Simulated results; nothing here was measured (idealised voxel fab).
Process module, titled voxel spacer lines
Cross-section cut: width 215 nm, square cells of 5 nm.
How to read a cross-section here: the picture is a grid of square cells, written as bands going from the top down, and any band can span one or more rows of cells.
This entry defines a band. It first specifies the height of the band's top and the height of its bottom in nm, and then specifies the band's materials from left to right, stating each material with its width in nm. The word "full width" identifies a single material that fills the band from edge to edge, while the word "empty" identifies empty space.
Basically, 0 is our baseline, since under it the wafer straight out of the box is all one material. The bottom band has no lower end and keeps on going down, so it looks like "top 0, no bottom".
Quick explanation for "30..40": the width changes in equal steps down the rows of cells, from the first number in the band's top row to the second number in its bottom row.
A step reported as "changes: none" is a step in which no cell of the cross-section changed.
If an empty space has no open way to the top and is at least 8 cells in size, "Completely sealed voids" lists it, written width x height at distance, where distance is measured from the left edge and every value is in nm.
On a step's line, text after the settings is the simulator commenting on that step.
You can add "overlay nm" to a step's line. For a step with a mask, it describes how far the mask lay to the right of its planned position, and a negative number describes a lay to the left.
## Steps in the process plan
1. RECEIVE: material Si
2. CONFORMAL_DEP: material Al2O3, thk nm 10
3. DIRECTIONAL_DEP: material SiN, thk nm 15
4. DIRECTIONAL_DEP: material aC, thk nm 30
5. PATTERN: tone cover, mask id MANDREL, material resist, width nm 15, pitch nm 60, thk nm 40, overlay nm 0
6. DIRECTIONAL_ETCH: etch materials aC, depth nm 30
7. STRIP: etch materials resist
8. CONFORMAL_DEP: material SiO2, thk nm 15
9. DIRECTIONAL_ETCH: etch materials SiO2, depth nm 15
10. STRIP: etch materials aC
11. DIRECTIONAL_ETCH: etch materials SiN, depth nm 15
12. STRIP: etch materials SiO2
## First of two wafers: run as planned
## Incoming wafer, cross-sectional view, post step 1
- top 0, no bottom  Si full width
- Completely sealed voids: none
## Step 2 done - wafer cross-section
- top 10, bottom 0  Al2O3 full width
- Note: structure below 0 unchanged.
## Step 3 done - wafer cross-section
- top 25, bottom 10  SiN full width
- Note: structure below 10 unchanged.
## Step 4 done - wafer cross-section
- top 55, bottom 25  aC full width
- Note: structure below 25 unchanged.
## Step 5 done - wafer cross-section
- top 95, bottom 55  70 of empty | 15 of resist | 45 of empty | 15 of resist | 70 of empty
- Note: structure below 55 unchanged.
## Step 6 done - wafer cross-section
- top 65, bottom 55  70 of empty | 15 of resist | 45 of empty | 15 of resist | 70 of empty
- top 55, bottom 25  70 of empty | 15 of aC | 45 of empty | 15 of aC | 70 of empty
- Note: structure below 25 unchanged.
## Step 7 done - wafer cross-section
- top 55, bottom 25  70 of empty | 15 of aC | 45 of empty | 15 of aC | 70 of empty
- Note: structure below 25 unchanged.
## Step 8 done - wafer cross-section
- top 70, bottom 55  55 of empty | 45 of SiO2 | 15 of empty | 45 of SiO2 | 55 of empty
- top 55, bottom 40  55 of empty | 15 of SiO2 | 15 of aC | 15 of SiO2 | 15 of empty | 15 of SiO2 | 15 of aC | 15 of SiO2 | 55 of empty
- top 40, bottom 25  70 of SiO2 | 15 of aC | 45 of SiO2 | 15 of aC | 70 of SiO2
- Note: structure below 25 unchanged.
## Step 9 done - wafer cross-section
- top 55, bottom 25  55 of empty | 15 of SiO2 | 15 of aC | 15 of SiO2 | 15 of empty | 15 of SiO2 | 15 of aC | 15 of SiO2 | 55 of empty
- Note: structure below 25 unchanged.
## Step 10 done - wafer cross-section
- top 55, bottom 25  55 of empty | 15 of SiO2 | 15 of empty | 15 of SiO2 | 15 of empty | 15 of SiO2 | 15 of empty | 15 of SiO2 | 55 of empty
- Note: structure below 25 unchanged.
## Step 11 done - wafer cross-section
- top 55, bottom 25  55 of empty | 15 of SiO2 | 15 of empty | 15 of SiO2 | 15 of empty | 15 of SiO2 | 15 of empty | 15 of SiO2 | 55 of empty
- top 25, bottom 10  55 of empty | 15 of SiN | 15 of empty | 15 of SiN | 15 of empty | 15 of SiN | 15 of empty | 15 of SiN | 55 of empty
- Note: structure below 10 unchanged.
## Step 12 done - wafer cross-section
- top 25, bottom 10  55 of empty | 15 of SiN | 15 of empty | 15 of SiN | 15 of empty | 15 of SiN | 15 of empty | 15 of SiN | 55 of empty
- Note: structure below 10 unchanged.
## Second wafer. Start and plan as for the first. One mistake made in running. Agrees with the first up to and including step 4
## Cross-section of the second wafer when, according to plan, step 5 should have finished
- top 95, bottom 55  70 of resist | 15 of empty | 45 of resist | 15 of empty | 70 of resist
- Note: structure below 55 unchanged.
## Cross-section of the second wafer when, according to plan, step 6 should have finished
- top 65, bottom 55  70 of resist | 15 of empty | 45 of resist | 15 of empty | 70 of resist
- top 55, bottom 25  70 of aC | 15 of empty | 45 of aC | 15 of empty | 70 of aC
- Note: structure below 25 unchanged.
## Cross-section of the second wafer when, according to plan, step 7 should have finished
- top 55, bottom 25  70 of aC | 15 of empty | 45 of aC | 15 of empty | 70 of aC
- Note: structure below 25 unchanged.
## Cross-section of the second wafer when, according to plan, step 8 should have finished
- top 70, bottom 55  SiO2 full width
- top 55, bottom 25  70 of aC | 15 of SiO2 | 45 of aC | 15 of SiO2 | 70 of aC
- Note: structure below 25 unchanged.
## Cross-section of the second wafer when, according to plan, step 9 should have finished
- top 55, bottom 25  70 of aC | 15 of SiO2 | 45 of aC | 15 of SiO2 | 70 of aC
- Note: structure below 25 unchanged.
## Cross-section of the second wafer when, according to plan, step 10 should have finished
- top 55, bottom 25  70 of empty | 15 of SiO2 | 45 of empty | 15 of SiO2 | 70 of empty
- Note: structure below 25 unchanged.
## Cross-section of the second wafer when, according to plan, step 11 should have finished
- top 55, bottom 25  70 of empty | 15 of SiO2 | 45 of empty | 15 of SiO2 | 70 of empty
- top 25, bottom 10  70 of empty | 15 of SiN | 45 of empty | 15 of SiN | 70 of empty
- Note: structure below 10 unchanged.
## Cross-section of the second wafer when, according to plan, step 12 should have finished
- top 25, bottom 10  70 of empty | 15 of SiN | 45 of empty | 15 of SiN | 70 of empty
- Note: structure below 10 unchanged.
The mistake made against the process plan was this: step 5 deviated from plan and actually ran as PATTERN: tone open, mask id MANDREL, material resist, width nm 15, pitch nm 60, thk nm 40, overlay nm 0
It is noted that, at the conclusion of processing, the second wafer exhibits a higher or lower cell count for certain materials relative to the first: SiN: 18 fewer
